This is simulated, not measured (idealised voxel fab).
Process module name: voxel released beams
Square cells of 5 nm make up the cross-section cut, whose width is 245 nm.
Cross-section layout: square cells on a grid; listed as bands, top to bottom; a band spans one or more cell rows. Heads up on the band format: heights come first, top then bottom, in nm. After that it's the materials left to right, each with its width in nm. A single material flagged "all across" fills the whole band edge to edge, and "blank" means there's empty space there. All heights in this document are referenced to 0, defined as the level beneath which the wafer, as received, consists entirely of one material. The lowest band is not bounded below; it extends indefinitely downward and is written in the form "0..down". It should be noted that a width expressed as "30 to 40" varies in equal increments from row to row of cells within the band, taking the value of the first number at the top row and that of the second number at the bottom row. It should be understood that the words "left unchanged", when stated for a given step, signify that the cross-section underwent no change in any of its cells during that step. Listed in "Sealed void list": every empty space of 8 or more cells without an open way to the top. Form: width x height at distance, the distance being from the left edge, all in nm. Where a step's line continues beyond its settings, the continuation is a remark by the simulator itself on that step. For masked steps, "overlay nm" on the step line gives how far right of plan the mask actually lay; a minus sign means it lay to the left. Pairs follow: section before one process step, section after it down to the lowest changed band, step with settings underneath. Pairs may come from different runs of this module on the same starting wafer; continuity with the pair above only as stated in the "Geometry before processing" entry.
Geometry before processing
	0..down: Si all across
	Sealed void list: none
Cross-Section After Step
	5..0: SiN all across
	Rest of section, below 0: as before.
	Sealed void list: none
The cross-sections above show the structure before and after this step: CONFORMAL_DEP | material SiN | thk nm 5
Geometry before processing: equal to the after panel directly above.
Cross-Section After Step
	15..5: SiO2 all across
	Rest of section, below 5: as before.
	Sealed void list: none
The cross-sections above show the structure before and after this step: DIRECTIONAL_DEP | material SiO2 | thk nm 10
Geometry before processing: equal to the after panel directly above.
Cross-Section After Step
	30..15: aC all across
	Rest of section, below 15: as before.
	Sealed void list: none
The cross-sections above show the structure before and after this step: DIRECTIONAL_DEP | material aC | thk nm 15
Geometry before processing: equal to the after panel directly above.
Cross-Section After Step
	65..30: resist 70 nm, then blank 35 nm, then resist 140 nm
	Rest of section, below 30: as before.
	Sealed void list: none
The cross-sections above show the structure before and after this step: PATTERN | tone open | mask id ANCHOR | material resist | width nm 35 | thk nm 35 | overlay nm 0
Geometry before processing: equal to the after panel directly above.
Cross-Section After Step
	50..30: resist 70 nm, then blank 35 nm, then resist 140 nm
	30..15: aC 70 nm, then blank 35 nm, then aC 140 nm
	Rest of section, below 15: as before.
	Sealed void list: none
The cross-sections above show the structure before and after this step: DIRECTIONAL_ETCH | etch materials aC | depth nm 15
Geometry before processing: equal to the after panel directly above.
Cross-Section After Step
	30..15: aC 70 nm, then blank 35 nm, then aC 140 nm
	Rest of section, below 15: as before.
	Sealed void list: none
The cross-sections above show the structure before and after this step: STRIP | etch materials resist
Geometry before processing: equal to the after panel directly above.
Cross-Section After Step
	30..15: aC 70 nm, then blank 35 nm, then aC 140 nm
	15..5: SiO2 70 nm, then blank 35 nm, then SiO2 140 nm
	Rest of section, below 5: as before.
	Sealed void list: none
The cross-sections above show the structure before and after this step: DIRECTIONAL_ETCH | etch materials SiO2 | depth nm 10
Geometry before processing: equal to the after panel directly above.
Cross-Section After Step
	15..5: SiO2 70 nm, then blank 35 nm, then SiO2 140 nm
	Rest of section, below 5: as before.
	Sealed void list: none
The cross-sections above show the structure before and after this step: STRIP | etch materials aC
Geometry before processing: equal to the after panel directly above.
Cross-Section After Step
	30..20: polySi 85 nm, then blank 5 nm, then polySi 155 nm
	20..15: polySi all across
	15..5: SiO2 70 nm, then polySi 35 nm, then SiO2 140 nm
	Rest of section, below 5: as before.
	Sealed void list: none
The cross-sections above show the structure before and after this step: CONFORMAL_DEP | material polySi | thk nm 15
Geometry before processing: equal to the after panel directly above.
Cross-Section After Step
	45..30: blank 65 nm, then resist 110 nm, then blank 70 nm
	30..20: polySi 85 nm, then resist 5 nm, then polySi 155 nm
	Rest of section, below 20: as before.
	Sealed void list: none
The cross-sections above show the structure before and after this step: PATTERN | tone cover | mask id BEAM | material resist | width nm 110 | thk nm 15 | overlay nm 0
Geometry before processing: equal to the after panel directly above.
Cross-Section After Step
	45..30: blank 65 nm, then resist 110 nm, then blank 70 nm
	30..20: blank 65 nm, then polySi 20 nm, then resist 5 nm, then polySi 85 nm, then blank 70 nm
	20..15: blank 65 nm, then polySi 110 nm, then blank 70 nm
	Rest of section, below 15: as before.
	Sealed void list: none
The cross-sections above show the structure before and after this step: DIRECTIONAL_ETCH | etch materials polySi | depth nm 15
Geometry before processing: equal to the after panel directly above.
Cross-Section After Step
	30..20: blank 65 nm, then polySi 20 nm, then blank 5 nm, then polySi 85 nm, then blank 70 nm
	Rest of section, below 20: as before.
	Sealed void list: none
The cross-sections above show the structure before and after this step: STRIP | etch materials resist
Geometry before processing: equal to the after panel directly above.
Cross-Section After Step
	30..20: blank 65 nm, then polySi 20 nm, then blank 5 nm, then polySi 85 nm, then blank 70 nm
	20..15: blank 65 nm, then polySi 110 nm, then blank 70 nm
	15..5: blank 70 nm, then polySi 35 nm, then blank 140 nm
	Rest of section, below 5: as before.
	Sealed void list: none
The cross-sections above show the structure before and after this step: STRIP | etch materials SiO2
Geometry before processing
	0..down: Si all across
	Sealed void list: none
Cross-Section After Step
	10..0: SiO2 all across
	Rest of section, below 0: as before.
	Sealed void list: none
The cross-sections above show the structure before and after this step: DIRECTIONAL_DEP | material SiO2 | thk nm 10
Geometry before processing: equal to the after panel directly above.
Cross-Section After Step
	25..10: aC all across
	Rest of section, below 10: as before.
	Sealed void list: none
The cross-sections above show the structure before and after this step: DIRECTIONAL_DEP | material aC | thk nm 15
Geometry before processing: equal to the after panel directly above.
Cross-Section After Step
	60..25: resist 70 nm, then blank 35 nm, then resist 140 nm
	Rest of section, below 25: as before.
	Sealed void list: none
The cross-sections above show the structure before and after this step: PATTERN | tone open | mask id ANCHOR | material resist | width nm 35 | thk nm 35 | overlay nm 0
Geometry before processing: equal to the after panel directly above.
Cross-Section After Step
	45..25: resist 70 nm, then blank 35 nm, then resist 140 nm
	25..10: aC 70 nm, then blank 35 nm, then aC 140 nm
	Rest of section, below 10: as before.
	Sealed void list: none
The cross-sections above show the structure before and after this step: DIRECTIONAL_ETCH | etch materials aC | depth nm 15
Geometry before processing: equal to the after panel directly above.
Cross-Section After Step
	25..10: aC 70 nm, then blank 35 nm, then aC 140 nm
	Rest of section, below 10: as before.
	Sealed void list: none
The cross-sections above show the structure before and after this step: STRIP | etch materials resist
Geometry before processing: equal to the after panel directly above.
Cross-Section After Step
	25..10: aC 70 nm, then blank 35 nm, then aC 140 nm
	10..0: SiO2 70 nm, then blank 35 nm, then SiO2 140 nm
	Rest of section, below 0: as before.
	Sealed void list: none
The cross-sections above show the structure before and after this step: DIRECTIONAL_ETCH | etch materials SiO2 | depth nm 10
Geometry before processing: equal to the after panel directly above.
Cross-Section After Step
	10..0: SiO2 70 nm, then blank 35 nm, then SiO2 140 nm
	Rest of section, below 0: as before.
	Sealed void list: none
The cross-sections above show the structure before and after this step: STRIP | etch materials aC
Geometry before processing: equal to the after panel directly above.
Cross-Section After Step
	25..15: polySi 85 nm, then blank 5 nm, then polySi 155 nm
	15..10: polySi all across
	10..0: SiO2 70 nm, then polySi 35 nm, then SiO2 140 nm
	Rest of section, below 0: as before.
	Sealed void list: none
The cross-sections above show the structure before and after this step: CONFORMAL_DEP | material polySi | thk nm 15
Geometry before processing: equal to the after panel directly above.
Cross-Section After Step
	40..25: blank 65 nm, then resist 110 nm, then blank 70 nm
	25..15: polySi 85 nm, then resist 5 nm, then polySi 155 nm
	Rest of section, below 15: as before.
	Sealed void list: none
The cross-sections above show the structure before and after this step: PATTERN | tone cover | mask id BEAM | material resist | width nm 110 | thk nm 15 | overlay nm 0
Geometry before processing: equal to the after panel directly above.
Cross-Section After Step
	40..25: blank 65 nm, then resist 110 nm, then blank 70 nm
	25..15: blank 65 nm, then polySi 20 nm, then resist 5 nm, then polySi 85 nm, then blank 70 nm
	15..10: blank 65 nm, then polySi 110 nm, then blank 70 nm
	Rest of section, below 10: as before.
	Sealed void list: none
The cross-sections above show the structure before and after this step: DIRECTIONAL_ETCH | etch materials polySi | depth nm 15
Geometry before processing: equal to the after panel directly above.
Cross-Section After Step
	25..15: blank 65 nm, then polySi 20 nm, then blank 5 nm, then polySi 85 nm, then blank 70 nm
	Rest of section, below 15: as before.
	Sealed void list: none
The cross-sections above show the structure before and after this step: STRIP | etch materials resist
Geometry before processing: equal to the after panel directly above.
Cross-Section After Step
	25..15: blank 65 nm, then polySi 20 nm, then blank 5 nm, then polySi 85 nm, then blank 70 nm
	15..10: blank 65 nm, then polySi 110 nm, then blank 70 nm
	10..0: blank 70 nm, then polySi 35 nm, then blank 140 nm
	Rest of section, below 0: as before.
	Sealed void list: none
The cross-sections above show the structure before and after this step: STRIP | etch materials SiO2
Geometry before processing
	30..20: polySi 85 nm, then blank 5 nm, then polySi 155 nm
	20..15: polySi all across
	15..5: SiO2 70 nm, then polySi 35 nm, then SiO2 140 nm
	5..0: SiN all across
	0..down: Si all across
	Sealed void list: none
Cross-Section After Step
	45..15: polySi all across
	Rest of section, below 15: as before.
	Sealed void list: none
The cross-sections above show the structure before and after this step: CONFORMAL_DEP | material polySi | thk nm 15
Geometry before processing: equal to the after panel directly above.
Cross-Section After Step
	60..45: blank 65 nm, then resist 110 nm, then blank 70 nm
	Rest of section, below 45: as before.
	Sealed void list: none
The cross-sections above show the structure before and after this step: PATTERN | tone cover | mask id BEAM | material resist | width nm 110 | thk nm 15 | overlay nm 0
Geometry before processing: equal to the after panel directly above.
Cross-Section After Step
	60..45: blank 65 nm, then resist 110 nm, then blank 70 nm
	45..30: blank 65 nm, then polySi 110 nm, then blank 70 nm
	Rest of section, below 30: as before.
	Sealed void list: none
The cross-sections above show the structure before and after this step: DIRECTIONAL_ETCH | etch materials polySi | depth nm 15
Geometry before processing: equal to the after panel directly above.
Cross-Section After Step
	45..30: blank 65 nm, then polySi 110 nm, then blank 70 nm
	Rest of section, below 30: as before.
	Sealed void list: none
The cross-sections above show the structure before and after this step: STRIP | etch materials resist
Geometry before processing
	10..0: SiO2 all across
	0..down: Si all across
	Sealed void list: none
Cross-Section After Step
	15..10: SiN all across
	Rest of section, below 10: as before.
	Sealed void list: none
The cross-sections above show the structure before and after this step: CONFORMAL_DEP | material SiN | thk nm 5
Geometry before processing: equal to the after panel directly above.
Cross-Section After Step
	30..15: aC all across
	Rest of section, below 15: as before.
	Sealed void list: none
The cross-sections above show the structure before and after this step: DIRECTIONAL_DEP | material aC | thk nm 15
Geometry before processing: equal to the after panel directly above.
Cross-Section After Step
	65..30: resist 70 nm, then blank 35 nm, then resist 140 nm
	Rest of section, below 30: as before.
	Sealed void list: none
The cross-sections above show the structure before and after this step: PATTERN | tone open | mask id ANCHOR | material resist | width nm 35 | thk nm 35 | overlay nm 0
Geometry before processing: equal to the after panel directly above.
Cross-Section After Step
	50..30: resist 70 nm, then blank 35 nm, then resist 140 nm
	30..15: aC 70 nm, then blank 35 nm, then aC 140 nm
	Rest of section, below 15: as before.
	Sealed void list: none
The cross-sections above show the structure before and after this step: DIRECTIONAL_ETCH | etch materials aC | depth nm 15
Geometry before processing: equal to the after panel directly above.
Cross-Section After Step
	30..15: aC 70 nm, then blank 35 nm, then aC 140 nm
	Rest of section, below 15: as before.
	Sealed void list: none
The cross-sections above show the structure before and after this step: STRIP | etch materials resist
Geometry before processing: equal to the after panel directly above.
Cross-Section After Step
	15..10: SiN all across
	Rest of section, below 10: as before.
	Sealed void list: none
The cross-sections above show the structure before and after this step: STRIP | etch materials aC
Geometry before processing: equal to the after panel directly above.
Cross-Section After Step
	30..15: polySi all across
	Rest of section, below 15: as before.
	Sealed void list: none
The cross-sections above show the structure before and after this step: CONFORMAL_DEP | material polySi | thk nm 15
Geometry before processing: equal to the after panel directly above.
Cross-Section After Step
	45..30: blank 65 nm, then resist 110 nm, then blank 70 nm
	Rest of section, below 30: as before.
	Sealed void list: none
The cross-sections above show the structure before and after this step: PATTERN | tone cover | mask id BEAM | material resist | width nm 110 | thk nm 15 | overlay nm 0
Geometry before processing: equal to the after panel directly above.
Cross-Section After Step
	45..30: blank 65 nm, then resist 110 nm, then blank 70 nm
	30..15: blank 65 nm, then polySi 110 nm, then blank 70 nm
	Rest of section, below 15: as before.
	Sealed void list: none
The cross-sections above show the structure before and after this step: DIRECTIONAL_ETCH | etch materials polySi | depth nm 15
Geometry before processing: equal to the after panel directly above.
Cross-Section After Step
	30..15: blank 65 nm, then polySi 110 nm, then blank 70 nm
	Rest of section, below 15: as before.
	Sealed void list: none
The cross-sections above show the structure before and after this step: STRIP | etch materials resist
Geometry before processing
	15..5: SiO2 70 nm, then blank 35 nm, then SiO2 140 nm
	5..0: SiN all across
	0..down: Si all across
	Sealed void list: none
Cross-Section After Step
	25..15: polySi 80 nm, then blank 15 nm, then polySi 150 nm
	15..5: SiO2 70 nm, then polySi 35 nm, then SiO2 140 nm
	Rest of section, below 5: as before.
	Sealed void list: none
The cross-sections above show the structure before and after this step: CONFORMAL_DEP | material polySi | thk nm 10
Geometry before processing: equal to the after panel directly above.
Cross-Section After Step
	40..25: blank 65 nm, then resist 110 nm, then blank 70 nm
	25..15: polySi 80 nm, then resist 15 nm, then polySi 150 nm
	Rest of section, below 15: as before.
	Sealed void list: none
The cross-sections above show the structure before and after this step: PATTERN | tone cover | mask id BEAM | material resist | width nm 110 | thk nm 15 | overlay nm 0
Geometry before processing: equal to the after panel directly above.
Cross-Section After Step
	40..25: blank 65 nm, then resist 110 nm, then blank 70 nm
	25..15: blank 65 nm, then polySi 15 nm, then resist 15 nm, then polySi 80 nm, then blank 70 nm
	Rest of section, below 15: as before.
	Sealed void list: none
The cross-sections above show the structure before and after this step: DIRECTIONAL_ETCH | etch materials polySi | depth nm 15
Geometry before processing: equal to the after panel directly above.
Cross-Section After Step
	25..15: blank 65 nm, then polySi 15 nm, then blank 15 nm, then polySi 80 nm, then blank 70 nm
	Rest of section, below 15: as before.
	Sealed void list: none
The cross-sections above show the structure before and after this step: STRIP | etch materials resist
Geometry before processing: equal to the after panel directly above.
Cross-Section After Step
	25..15: blank 65 nm, then polySi 15 nm, then blank 15 nm, then polySi 80 nm, then blank 70 nm
	15..5: blank 70 nm, then polySi 35 nm, then blank 140 nm
	Rest of section, below 5: as before.
	Sealed void list: none
The cross-sections above show the structure before and after this step: STRIP | etch materials SiO2
Geometry before processing
	30..20: polySi 85 nm, then blank 5 nm, then polySi 155 nm
	20..15: polySi all across
	15..5: SiO2 70 nm, then polySi 35 nm, then SiO2 140 nm
	5..0: SiN all across
	0..down: Si all across
	Sealed void list: none
Cross-Section After Step
	45..30: blank 70 nm, then resist 100 nm, then blank 75 nm
	30..20: polySi 85 nm, then resist 5 nm, then polySi 155 nm
	Rest of section, below 20: as before.
	Sealed void list: none
The cross-sections above show the structure before and after this step: PATTERN | tone cover | mask id BEAM | material resist | width nm 100 | thk nm 15 | overlay nm 0
Geometry before processing: equal to the after panel directly above.
Cross-Section After Step
	45..30: blank 70 nm, then resist 100 nm, then blank 75 nm
	30..20: blank 70 nm, then polySi 15 nm, then resist 5 nm, then polySi 80 nm, then blank 75 nm
	20..15: blank 70 nm, then polySi 100 nm, then blank 75 nm
	Rest of section, below 15: as before.
	Sealed void list: none
The cross-sections above show the structure before and after this step: DIRECTIONAL_ETCH | etch materials polySi | depth nm 15
Geometry before processing: equal to the after panel directly above.
Cross-Section After Step
	30..20: blank 70 nm, then polySi 15 nm, then blank 5 nm, then polySi 80 nm, then blank 75 nm
	Rest of section, below 20: as before.
	Sealed void list: none
The cross-sections above show the structure before and after this step: STRIP | etch materials resist
Geometry before processing: equal to the after panel directly above.
Cross-Section After Step
	30..20: blank 70 nm, then polySi 15 nm, then blank 5 nm, then polySi 80 nm, then blank 75 nm
	20..15: blank 70 nm, then polySi 100 nm, then blank 75 nm
	15..5: blank 70 nm, then polySi 35 nm, then blank 140 nm
	Rest of section, below 5: as before.
	Sealed void list: none
The cross-sections above show the structure before and after this step: STRIP | etch materials SiO2
Geometry before processing
	30..20: polySi 85 nm, then blank 5 nm, then polySi 155 nm
	20..15: polySi all across
	15..5: SiO2 70 nm, then polySi 35 nm, then SiO2 140 nm
	5..0: SiN all across
	0..down: Si all across
	Sealed void list: none
Cross-Section After Step
	45..30: blank 55 nm, then resist 110 nm, then blank 80 nm
	30..20: polySi 85 nm, then resist 5 nm, then polySi 155 nm
	Rest of section, below 20: as before.
	Sealed void list: none
The cross-sections above show the structure before and after this step: PATTERN | tone cover | mask id BEAM | material resist | width nm 110 | thk nm 15 | overlay nm -10
Geometry before processing: equal to the after panel directly above.
Cross-Section After Step
	45..30: blank 55 nm, then resist 110 nm, then blank 80 nm
	30..20: blank 55 nm, then polySi 30 nm, then resist 5 nm, then polySi 75 nm, then blank 80 nm
	20..15: blank 55 nm, then polySi 110 nm, then blank 80 nm
	Rest of section, below 15: as before.
	Sealed void list: none
The cross-sections above show the structure before and after this step: DIRECTIONAL_ETCH | etch materials polySi | depth nm 15
Geometry before processing: equal to the after panel directly above.
Cross-Section After Step
	30..20: blank 55 nm, then polySi 30 nm, then blank 5 nm, then polySi 75 nm, then blank 80 nm
	Rest of section, below 20: as before.
	Sealed void list: none
The cross-sections above show the structure before and after this step: STRIP | etch materials resist
Geometry before processing: equal to the after panel directly above.
Cross-Section After Step
	30..20: blank 55 nm, then polySi 30 nm, then blank 5 nm, then polySi 75 nm, then blank 80 nm
	20..15: blank 55 nm, then polySi 110 nm, then blank 80 nm
	15..5: blank 70 nm, then polySi 35 nm, then blank 140 nm
	Rest of section, below 5: as before.
	Sealed void list: none
The cross-sections above show the structure before and after this step: STRIP | etch materials SiO2
Geometry before processing
	5..0: SiN all across
	0..down: Si all across
	Sealed void list: none
Cross-Section After Step
	15..0: SiN all across
	Rest of section, below 0: as before.
	Sealed void list: none
The cross-sections above show the structure before and after this step: DIRECTIONAL_DEP | material SiN | thk nm 10
Geometry before processing: equal to the after panel directly above.
Cross-Section After Step
	30..15: aC all across
	Rest of section, below 15: as before.
	Sealed void list: none
The cross-sections above show the structure before and after this step: DIRECTIONAL_DEP | material aC | thk nm 15
Geometry before processing: equal to the after panel directly above.
Cross-Section After Step
	65..30: resist 70 nm, then blank 35 nm, then resist 140 nm
	Rest of section, below 30: as before.
	Sealed void list: none
The cross-sections above show the structure before and after this step: PATTERN | tone open | mask id ANCHOR | material resist | width nm 35 | thk nm 35 | overlay nm 0
Geometry before processing: equal to the after panel directly above.
Cross-Section After Step
	50..30: resist 70 nm, then blank 35 nm, then resist 140 nm
	30..15: aC 70 nm, then blank 35 nm, then aC 140 nm
	Rest of section, below 15: as before.
	Sealed void list: none
The cross-sections above show the structure before and after this step: DIRECTIONAL_ETCH | etch materials aC | depth nm 15
Geometry before processing: equal to the after panel directly above.
Cross-Section After Step
	30..15: aC 70 nm, then blank 35 nm, then aC 140 nm
	Rest of section, below 15: as before.
	Sealed void list: none
The cross-sections above show the structure before and after this step: STRIP | etch materials resist
Geometry before processing: equal to the after panel directly above.
Cross-Section After Step
	15..0: SiN all across
	Rest of section, below 0: as before.
	Sealed void list: none
The cross-sections above show the structure before and after this step: STRIP | etch materials aC
Geometry before processing: equal to the after panel directly above.
Cross-Section After Step
	30..15: polySi all across
	Rest of section, below 15: as before.
	Sealed void list: none
The cross-sections above show the structure before and after this step: CONFORMAL_DEP | material polySi | thk nm 15
Geometry before processing: equal to the after panel directly above.
Cross-Section After Step
	45..30: blank 65 nm, then resist 110 nm, then blank 70 nm
	Rest of section, below 30: as before.
	Sealed void list: none
The cross-sections above show the structure before and after this step: PATTERN | tone cover | mask id BEAM | material resist | width nm 110 | thk nm 15 | overlay nm 0
Geometry before processing: equal to the after panel directly above.
Cross-Section After Step
	45..30: blank 65 nm, then resist 110 nm, then blank 70 nm
	30..15: blank 65 nm, then polySi 110 nm, then blank 70 nm
	Rest of section, below 15: as before.
	Sealed void list: none
The cross-sections above show the structure before and after this step: DIRECTIONAL_ETCH | etch materials polySi | depth nm 15
Geometry before processing: equal to the after panel directly above.
Cross-Section After Step
	30..15: blank 65 nm, then polySi 110 nm, then blank 70 nm
	Rest of section, below 15: as before.
	Sealed void list: none
The cross-sections above show the structure before and after this step: STRIP | etch materials resist
Geometry before processing
	30..15: aC all across
	15..5: SiO2 all across
	5..0: SiN all across
	0..down: Si all across
	Sealed void list: none
Cross-Section After Step
	65..30: blank 70 nm, then resist 35 nm, then blank 140 nm
	Rest of section, below 30: as before.
	Sealed void list: none
The cross-sections above show the structure before and after this step: PATTERN | tone cover | mask id ANCHOR | material resist | width nm 35 | thk nm 35 | overlay nm 0
Geometry before processing: equal to the after panel directly above.
Cross-Section After Step
	50..30: blank 70 nm, then resist 35 nm, then blank 140 nm
	30..15: blank 70 nm, then aC 35 nm, then blank 140 nm
	Rest of section, below 15: as before.
	Sealed void list: none
The cross-sections above show the structure before and after this step: DIRECTIONAL_ETCH | etch materials aC | depth nm 15
Geometry before processing: equal to the after panel directly above.
Cross-Section After Step
	30..15: blank 70 nm, then aC 35 nm, then blank 140 nm
	Rest of section, below 15: as before.
	Sealed void list: none
The cross-sections above show the structure before and after this step: STRIP | etch materials resist
Geometry before processing: equal to the after panel directly above.
Cross-Section After Step
	30..15: blank 70 nm, then aC 35 nm, then blank 140 nm
	15..5: blank 70 nm, then SiO2 35 nm, then blank 140 nm
	Rest of section, below 5: as before.
	Sealed void list: none
The cross-sections above show the structure before and after this step: DIRECTIONAL_ETCH | etch materials SiO2 | depth nm 10
Geometry before processing: equal to the after panel directly above.
Cross-Section After Step
	15..5: blank 70 nm, then SiO2 35 nm, then blank 140 nm
	Rest of section, below 5: as before.
	Sealed void list: none
The cross-sections above show the structure before and after this step: STRIP | etch materials aC
Geometry before processing: equal to the after panel directly above.
Cross-Section After Step
	30..20: blank 55 nm, then polySi 65 nm, then blank 125 nm
	20..15: polySi all across
	15..5: polySi 70 nm, then SiO2 35 nm, then polySi 140 nm
	Rest of section, below 5: as before.
	Sealed void list: none
The cross-sections above show the structure before and after this step: CONFORMAL_DEP | material polySi | thk nm 15
Geometry before processing: equal to the after panel directly above.
Cross-Section After Step
	45..30: blank 65 nm, then resist 110 nm, then blank 70 nm
	30..20: blank 55 nm, then polySi 65 nm, then resist 55 nm, then blank 70 nm
	Rest of section, below 20: as before.
	Sealed void list: none
The cross-sections above show the structure before and after this step: PATTERN | tone cover | mask id BEAM | material resist | width nm 110 | thk nm 15 | overlay nm 0
Geometry before processing: equal to the after panel directly above.
Cross-Section After Step
	45..30: blank 65 nm, then resist 110 nm, then blank 70 nm
	30..20: blank 65 nm, then polySi 55 nm, then resist 55 nm, then blank 70 nm
	20..15: blank 65 nm, then polySi 110 nm, then blank 70 nm
	15..5: blank 55 nm, then polySi 15 nm, then SiO2 35 nm, then polySi 70 nm, then blank 70 nm
	Rest of section, below 5: as before.
	Sealed void list: none
The cross-sections above show the structure before and after this step: DIRECTIONAL_ETCH | etch materials polySi | depth nm 15
Geometry before processing: equal to the after panel directly above.
Cross-Section After Step
	30..20: blank 65 nm, then polySi 55 nm, then blank 125 nm
	Rest of section, below 20: as before.
	Sealed void list: none
The cross-sections above show the structure before and after this step: STRIP | etch materials resist
